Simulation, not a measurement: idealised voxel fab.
Process module name: voxel spacer lines
Section shown: cut. Width: 215 nm. Cell size: 5 nm, square.
We lay out every cross-section as a grid of square cells and spell it out in bands from the top down, where one band means one or more rows of cells. For a band, the entry starts with two heights in nm, that of the top and then that of the bottom, and carries on with the band's materials in order from left to right, each alongside its width in nm; the word "everywhere" beside a single material means it fills the band edge to edge, and "blank" means empty space. Ref level 0: as-received wafer is one material below here. Bottom band extends down with no lower bound ("z 0 and below"). Width "30..40": first value at the band's top row of cells, second value at its bottom row, equal change from row to row. "stayed the same" means the step left every cell of the cross-section as it was. Reported under the label "Sealed voids" are the empty spaces having no open way to the top and comprising 8 cells or more; the notation for each is width x height at distance, in which the distance is measured from the left edge and all three values are in nm. On each step's line, the part that comes after the settings is the simulator's own comment on the step. "overlay nm" answers the question of how far to the right of plan the mask lay on a step that has a mask, and when it is negative the answer is to the left.
This section lists the process steps that were planned
| 1 | RECEIVE (material Si) |
| 2 | CONFORMAL_DEP (material Al2O3; thk nm 10) |
| 3 | DIRECTIONAL_DEP (material SiN; thk nm 15) |
| 4 | DIRECTIONAL_DEP (material aC; thk nm 30) |
| 5 | PATTERN (tone cover; mask id MANDREL; material resist; width nm 15; pitch nm 60; thk nm 40; overlay nm 0) |
| 6 | DIRECTIONAL_ETCH (etch materials aC; depth nm 30) |
| 7 | STRIP (etch materials resist) |
| 8 | CONFORMAL_DEP (material SiO2; thk nm 15) |
| 9 | DIRECTIONAL_ETCH (etch materials SiO2; depth nm 15) |
| 10 | STRIP (etch materials aC) |
| 11 | DIRECTIONAL_ETCH (etch materials SiN; depth nm 15) |
| 12 | STRIP (etch materials SiO2) |
All wafers enter the flow in the same state. The width nm at step 5 differs from wafer to wafer, and the plan gives the value for the first wafer.
Cross-section of the first of several wafers on receipt, reflecting completion of step 1
> z 0 and below  Si everywhere
> Sealed voids: none
Cross-section after step 12, the final step of the module, for the first of several wafers
> z 25 to 10  blank: 55  SiN: 15  blank: 15  SiN: 15  blank: 15  SiN: 15  blank: 15  SiN: 15  blank: 55
> z 10 to 0  Al2O3 everywhere
> z 0 and below  Si everywhere
> Sealed voids: none
End of module, last wafer sectioned
> z 25 to 10  blank: 50  SiN: 15  blank: 30  SiN: 30  blank: 30  SiN: 15  blank: 45
> z 10 to 0  Al2O3 everywhere
> z 0 and below  Si everywhere
> Sealed voids: none
Basically each wafer gets a line in the table, showing it at the end of the module: material by material, the cells it gained (+) or lost (-) since we got it, then its closed voids
width nm 15 | +86 Al2O3 | +36 SiN | Sealed voids: none
width nm 20 | +86 Al2O3 | +36 SiN | Sealed voids: none
width nm 25 | +86 Al2O3 | +36 SiN | Sealed voids: none
width nm 30 | +86 Al2O3 | +36 SiN | Sealed voids: none
